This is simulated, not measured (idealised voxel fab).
process module | voxel fin reveal
cross-section cut | 220 nm wide | cells 5 nm
A cross-section is a grid of square cells, given in bands from the top down. A band is one or more rows of cells.
Each band's line starts with the height of the band's top and of its bottom, in nm. Then come its materials from left to right, each with its width in nm. One material with "throughout" fills the band from edge to edge. "air" is empty space.
Height 0 is the level under which the wafer as received is all one material. The lowest band goes on downwards, as in "0 down".
A width such as "30 to 40" changes by the same amount from each row of cells to the next, from the band's top row to its bottom row.
"no change" after a step means that no cell of the cross-section changed.
closed voids: empty space of 8 cells or more with no open way to the top, each as width x height at its distance from the left edge, in nm
after a step's settings: what the simulator itself notes on the step
overlay nm, on a step with a mask: how far to the right of its planned place the mask lay; to the left if negative
plan
1 op RECEIVE | material Si
2 op CONFORMAL_DEP | material SiN | thk nm 10
3 op MASKED_ETCH | tone cover | mask id FINS | width nm 15 | pitch nm 45 | etch materials SiN | depth nm 10 | overlay nm 0
4 op MASKED_ETCH | tone cover | mask id FINS | width nm 15 | pitch nm 45 | etch materials Si | depth nm 35 | overlay nm -15
5 op OXIDIZE | depth nm 5
6 op FILL_DEP | material SiO2 | thk nm 10
7 op CMP | height nm 10
8 op SELECTIVE_ETCH | etch materials SiO2 | depth nm 35
9 op STRIP | etch materials SiN
varied across the wafers: overlay nm of step 4. The plan shows the first wafer's value. All wafers start alike
first wafer as received, after step 1
  0 down: Si throughout
  closed voids: none
each wafer at the end: cells of each material gained (+) or lost (-) since it was received, then its closed voids
overlay nm -15 | -294 Si | +108 SiO2 | closed voids: none
overlay nm -10 | -308 Si | +114 SiO2 | closed voids: none
overlay nm -5 | -322 Si | +120 SiO2 | closed voids: none
overlay nm 0 | -336 Si | +126 SiO2 | closed voids: none
overlay nm 5 | -322 Si | +120 SiO2 | closed voids: none
overlay nm 10 | -308 Si | +114 SiO2 | closed voids: none
overlay nm 15 | -294 Si | +108 SiO2 | closed voids: none
